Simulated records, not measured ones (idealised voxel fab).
process module | voxel self aligned contacts
cross-section cut | 200 nm wide | cells 5 nm
A cross-section is a grid of square cells, given in bands from the top down. A band is one or more rows of cells.
Each band's line starts with the height of the band's top and of its bottom, in nm. Then come its materials from left to right, each with its width in nm. One material with "throughout" fills the band from edge to edge. "air" is empty space.
Height 0 is the level under which the wafer as received is all one material. The lowest band goes on downwards, as in "0 down".
A width such as "30 to 40" changes by the same amount from each row of cells to the next, from the band's top row to its bottom row.
"no change" after a step means that no cell of the cross-section changed.
closed voids: empty space of 8 cells or more with no open way to the top, each as width x height at its distance from the left edge, in nm
after a step's settings: what the simulator itself notes on the step
overlay nm, on a step with a mask: how far to the right of its planned place the mask lay; to the left if negative
plan
1 op RECEIVE | material Si
2 op OXIDIZE | depth nm 5
3 op DIRECTIONAL_DEP | material polySi | thk nm 30
4 op DIRECTIONAL_DEP | material SiN | thk nm 25
5 op MASKED_ETCH | tone cover | mask id GATE | width nm 25 | pitch nm 60 | etch materials SiN | depth nm 25 | overlay nm 0
6 op MASKED_ETCH | tone cover | mask id GATE | width nm 25 | pitch nm 60 | etch materials polySi | depth nm 30 | overlay nm 0
7 op CONFORMAL_DEP | material SiN | thk nm 10
8 op DIRECTIONAL_ETCH | etch materials SiN | depth nm 10
9 op FILL_DEP | material SiO2 | thk nm 15
10 op CMP | height nm 65
11 op MASKED_ETCH | tone open | mask id CONTACT | width nm 45 | pitch nm 60 | etch materials SiO2 | depth nm 70 | overlay nm -15
12 op CONFORMAL_DEP | material TiN | thk nm 5
13 op FILL_DEP | material W | thk nm 10
14 op CMP | height nm 65
15 op CONFORMAL_DEP | material SiCN | thk nm 5
varied across the wafers: overlay nm of step 11. The plan shows the first wafer's value. All wafers start alike
first wafer as received, after step 1
  0 down: Si throughout
  closed voids: none
first wafer at the end, after step 15
  70 to 65: SiCN throughout
  65 to 55: SiO2 30 | TiN 5 to 35 | W 35 to 5 | TiN 5 | SiO2 15 | TiN 5 to 35 | W 35 to 5 | TiN 5 | SiO2 65
  55 to 30: SiO2 15 | SiN 45 | TiN 5 | W 5 | TiN 5 | SiN 45 | TiN 5 | W 5 | TiN 5 | SiN 45 | SiO2 20
  30 to 0: SiO2 15 | SiN 10 | polySi 25 | SiN 10 | TiN 5 | W 5 | TiN 5 | SiN 10 | polySi 25 | SiN 10 | TiN 5 | W 5 | TiN 5 | SiN 10 | polySi 25 | SiN 10 | SiO2 20
  0 to -5: SiO2 60 | TiN 15 | SiO2 45 | TiN 15 | SiO2 65
  -5 down: Si throughout
  closed voids: none
last wafer at the end
  70 to 65: SiCN throughout
  65 to 55: SiO2 60 | TiN 5 | W 35 to 5 | TiN 5 to 35 | SiO2 15 | TiN 5 | W 35 to 5 | TiN 5 to 35 | SiO2 35
  55 to 30: SiO2 15 | SiN 45 | TiN 5 | W 5 | TiN 5 | SiN 45 | TiN 5 | W 5 | TiN 5 | SiN 45 | SiO2 20
  30 to 0: SiO2 15 | SiN 10 | polySi 25 | SiN 10 | TiN 5 | W 5 | TiN 5 | SiN 10 | polySi 25 | SiN 10 | TiN 5 | W 5 | TiN 5 | SiN 10 | polySi 25 | SiN 10 | SiO2 20
  0 to -5: SiO2 60 | TiN 15 | SiO2 45 | TiN 15 | SiO2 65
  -5 down: Si throughout
  closed voids: none
each wafer at the end: cells of each material gained (+) or lost (-) since it was received, then its closed voids
overlay nm -15 | -40 Si | +40 SiCN | +207 SiN | +155 SiO2 | +70 TiN | +38 W | +90 polySi | closed voids: none
overlay nm -10 | -40 Si | +40 SiCN | +207 SiN | +155 SiO2 | +70 TiN | +38 W | +90 polySi | closed voids: none
overlay nm -5 | -40 Si | +40 SiCN | +207 SiN | +155 SiO2 | +70 TiN | +38 W | +90 polySi | closed voids: none
overlay nm 0 | -40 Si | +40 SiCN | +207 SiN | +155 SiO2 | +70 TiN | +38 W | +90 polySi | closed voids: none
overlay nm 5 | -40 Si | +40 SiCN | +207 SiN | +155 SiO2 | +70 TiN | +38 W | +90 polySi | closed voids: none
overlay nm 10 | -40 Si | +40 SiCN | +207 SiN | +155 SiO2 | +70 TiN | +38 W | +90 polySi | closed voids: none
overlay nm 15 | -40 Si | +40 SiCN | +207 SiN | +155 SiO2 | +70 TiN | +38 W | +90 polySi | closed voids: none
